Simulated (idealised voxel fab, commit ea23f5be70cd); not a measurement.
voxel wiring stack: a process module
Cross-section cut spans 220 nm and uses square cells 5 nm in size.
Cross-section = grid of square cells, listed top down in bands; band = one or more rows.
The entry gives the band's vertical extent as a top height and a bottom height in nm, then its horizontal make-up as materials from left to right, each with a width in nm. "empty" stands for empty space; a single material marked "full width" fills the band edge to edge.
Where do heights start? At 0: under that level the wafer as delivered is made of one material only. And the lowest band has no floor; it just carries on downward, as in "0 and below".
A width such as "30 to 40" changes by the same amount from each row of cells to the next, from the band's top row to its bottom row.
"all unchanged" -> step changed no cross-section cell.
Listed in "Closed internal cavities": every empty space of 8 or more cells without an open way to the top. Form: width x height at distance, the distance being from the left edge, all in nm.
On each step's line, the part that comes after the settings is the simulator's own comment on the step.
The line of a step may include "overlay nm". On a step with a mask, this value is how far to the right of its planned place the mask lay. A negative value means the mask lay to the left.

**The planned process steps are enumerated hereunder**
| 1 | RECEIVE (material Si) |
| 2 | CONFORMAL_DEP (material SiO2; thk nm 15) |
| 3 | CONFORMAL_DEP (material SiN; thk nm 5) |
| 4 | DIRECTIONAL_DEP (material SiO2; thk nm 25) |
| 5 | DIRECTIONAL_DEP (material aC; thk nm 15) |
| 6 | PATTERN (tone open; mask id METAL_1; material resist; width nm 20; pitch nm 45; thk nm 35; overlay nm 0) |
| 7 | DIRECTIONAL_ETCH (etch materials aC; depth nm 15) |
| 8 | STRIP (etch materials resist) |
| 9 | DIRECTIONAL_ETCH (etch materials SiO2; depth nm 25) |
| 10 | DIRECTIONAL_ETCH (etch materials SiN; depth nm 5) |
| 11 | STRIP (etch materials aC) |
| 12 | CONFORMAL_DEP (material TiN; thk nm 5) |
| 13 | FILL_DEP (material Ru; thk nm 10) |
| 14 | CMP (height nm 45) |
| 15 | EPI (material Ru; thk nm 5) |
| 16 | FILL_DEP (material SiCN; thk nm 5) |
| 17 | DIRECTIONAL_DEP (material lowk; thk nm 10) |
| 18 | PATTERN (tone open; mask id PLUG_1; material resist; width nm 15; pitch nm 90; thk nm 15; overlay nm 0) |
| 19 | DIRECTIONAL_ETCH (etch materials lowk; depth nm 10) |
| 20 | DIRECTIONAL_ETCH (etch materials SiCN; depth nm 5) |
| 21 | STRIP (etch materials resist) |
| 22 | EPI (material Ru; thk nm 10) |
| 23 | EPI (material Ru; thk nm 5) |
| 24 | DIRECTIONAL_DEP (material TiN; thk nm 5) |
| 25 | DIRECTIONAL_DEP (material Ru; thk nm 20) |
| 26 | DIRECTIONAL_DEP (material aC; thk nm 10) |
| 27 | PATTERN (tone cover; mask id METAL_2; material resist; width nm 20; pitch nm 45; thk nm 30; overlay nm 0) |
| 28 | DIRECTIONAL_ETCH (etch materials aC; depth nm 10) |
| 29 | STRIP (etch materials resist) |
| 30 | DIRECTIONAL_ETCH (etch materials Ru; depth nm 20) |
| 31 | DIRECTIONAL_ETCH (etch materials TiN; depth nm 5) |
| 32 | STRIP (etch materials aC) |
| 33 | CONFORMAL_DEP (material SiN; thk nm 5) |
| 34 | FILL_DEP (material lowk; thk nm 10) |
| 35 | CMP (height nm 90) |
| 36 | CONFORMAL_DEP (material SiCN; thk nm 5) |
| 37 | DIRECTIONAL_DEP (material SiO2; thk nm 10) |
| 38 | PATTERN (tone open; mask id PLUG_2; material resist; width nm 15; pitch nm 90; thk nm 20; overlay nm -15) |
| 39 | DIRECTIONAL_ETCH (etch materials SiO2; depth nm 10) |
| 40 | DIRECTIONAL_ETCH (etch materials SiCN; depth nm 5) |
| 41 | STRIP (etch materials resist) |
| 42 | EPI (material Ru; thk nm 10) |
| 43 | EPI (material Ru; thk nm 5) |
| 44 | CONFORMAL_DEP (material SiCN; thk nm 5) |
| 45 | DIRECTIONAL_DEP (material lowk; thk nm 25) |
| 46 | MASKED_ETCH (tone open; mask id METAL_3; width nm 20; pitch nm 45; etch materials lowk; depth nm 25; overlay nm 0) |
| 47 | MASKED_ETCH (tone open; mask id METAL_3; width nm 20; pitch nm 45; etch materials SiCN; depth nm 5; overlay nm 0) |
| 48 | CONFORMAL_DEP (material TiN; thk nm 5) |
| 49 | FILL_DEP (material Ru; thk nm 5) |
| 50 | CMP (height nm 135) |
| 51 | CONFORMAL_DEP (material SiCN; thk nm 5) |
For clarity, it should be stated that the wafers under discussion commence in an identical condition and differ with respect to the overlay nm of step 38, the plan indicating the value that the first wafer had.

**So this is the first of several wafers, cross-sectioned as it came to us, meaning it's at the end of step 1**
0 and below: Si full width
Closed internal cavities: none

**Here is how to read the rows: every wafer has a row, and it shows the wafer at the end of the module, giving for each material how many cells were gained (+) or lost (-) since the wafer was received, then listing its closed voids**
overlay nm -15 | +186 Ru | +180 SiCN | +88 SiN | +348 SiO2 | +134 TiN | +296 lowk | Closed internal cavities: none
overlay nm -10 | +204 Ru | +168 SiCN | +88 SiN | +348 SiO2 | +128 TiN | +296 lowk | Closed internal cavities: none
overlay nm -5 | +204 Ru | +168 SiCN | +88 SiN | +348 SiO2 | +128 TiN | +296 lowk | Closed internal cavities: none
overlay nm 0 | +204 Ru | +168 SiCN | +88 SiN | +348 SiO2 | +128 TiN | +296 lowk | Closed internal cavities: none
overlay nm 5 | +204 Ru | +168 SiCN | +88 SiN | +348 SiO2 | +128 TiN | +296 lowk | Closed internal cavities: none
overlay nm 10 | +204 Ru | +168 SiCN | +88 SiN | +348 SiO2 | +128 TiN | +296 lowk | Closed internal cavities: none
overlay nm 15 | +204 Ru | +168 SiCN | +88 SiN | +348 SiO2 | +128 TiN | +296 lowk | Closed internal cavities: none
